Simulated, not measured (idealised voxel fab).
The following is a process module called voxel ribs on slabs.
Section cut is 160 nm wide and gridded with 5 nm square cells.
Cross-section, as written here: a square-cell grid given band by band from the top down, where a band holds one or more rows of cells. In this notation a band is specified by the heights of its top and bottom, in that order and in nm, after which its materials appear from left to right, each paired with its width in nm. The word "everywhere" attached to a single material means that material fills the band from edge to edge; the word "blank" stands for empty space. Basically, 0 is our baseline, since under it the wafer straight out of the box is all one material. The bottom band has no lower end and keeps on going down, so it looks like "from 0 down". Quick explanation for "30->40": the width changes in equal steps down the rows of cells, from the first number in the band's top row to the second number in its bottom row. "changes: none", as given for a step, is the statement that not any cell of the cross-section underwent a change during that step. The entry "Closed void catalog" lists the empty spaces that cover at least 8 cells and have no open path to the top. Each is written as width x height at distance, where the distance is measured from the left edge and all three values are in nm. Text after the settings on a step's line: the simulator's own remark on that step. For masked steps, "overlay nm" on the step line gives how far right of plan the mask actually lay; a minus sign means it lay to the left.
Below is the list of planned process steps
1) op RECEIVE | material Si
2) op DIRECTIONAL_DEP | material SiO2 | thk nm 25
3) op DIRECTIONAL_DEP | material SiN | thk nm 20
4) op DIRECTIONAL_DEP | material aC | thk nm 10
5) op PATTERN | tone cover | mask id RIB | material resist | width nm 30 | thk nm 30 | overlay nm 0
6) op DIRECTIONAL_ETCH | etch materials aC | depth nm 10
7) op STRIP | etch materials resist
8) op DIRECTIONAL_ETCH | etch materials SiN | depth nm 10
9) op STRIP | etch materials aC
10) op DIRECTIONAL_DEP | material aC | thk nm 15
11) op PATTERN | tone cover | mask id SLAB | material resist | width nm 90 | thk nm 30 | overlay nm 0
12) op DIRECTIONAL_ETCH | etch materials aC | depth nm 15
13) op STRIP | etch materials resist
14) op DIRECTIONAL_ETCH | etch materials SiN | depth nm 10
15) op STRIP | etch materials aC
16) op FILL_DEP | material SiO2 | thk nm 25
17) op CMP | height nm 65
18) op DIRECTIONAL_DEP | material TiN | thk nm 5
19) op DIRECTIONAL_DEP | material aC | thk nm 15
20) op PATTERN | tone cover | mask id HEATER | material resist | width nm 40 | thk nm 30 | overlay nm 0
21) op DIRECTIONAL_ETCH | etch materials aC | depth nm 15
22) op STRIP | etch materials resist
23) op DIRECTIONAL_ETCH | etch materials TiN | depth nm 5
24) op STRIP | etch materials aC
25) op CONFORMAL_DEP | material SiN | thk nm 5
Incoming wafer in cross-section (state: after step 1)
> from 0 down | Si everywhere
> Closed void catalog: none
Look at the cross-section after the module: the wafer started out the way shown above and the plan was the one shown above, yet one mistake was made along the way
> from 75 to 70 | blank (55)  SiN (50)  blank (55)
> from 70 to 65 | SiN (60)  TiN (40)  SiN (60)
> from 65 to 45 | SiO2 everywhere
> from 45 to 35 | SiO2 (35)  SiN (30)  SiO2 (30)  SiN (30)  SiO2 (35)
> from 35 to 25 | SiN everywhere
> from 25 to 0 | SiO2 everywhere
> from 0 down | Si everywhere
> Closed void catalog: none
Deviation noted in wafer processing: rather than as planned, step 5 actually ran as op PATTERN | tone open | mask id RIB | material resist | width nm 30 | thk nm 30 | overlay nm 0
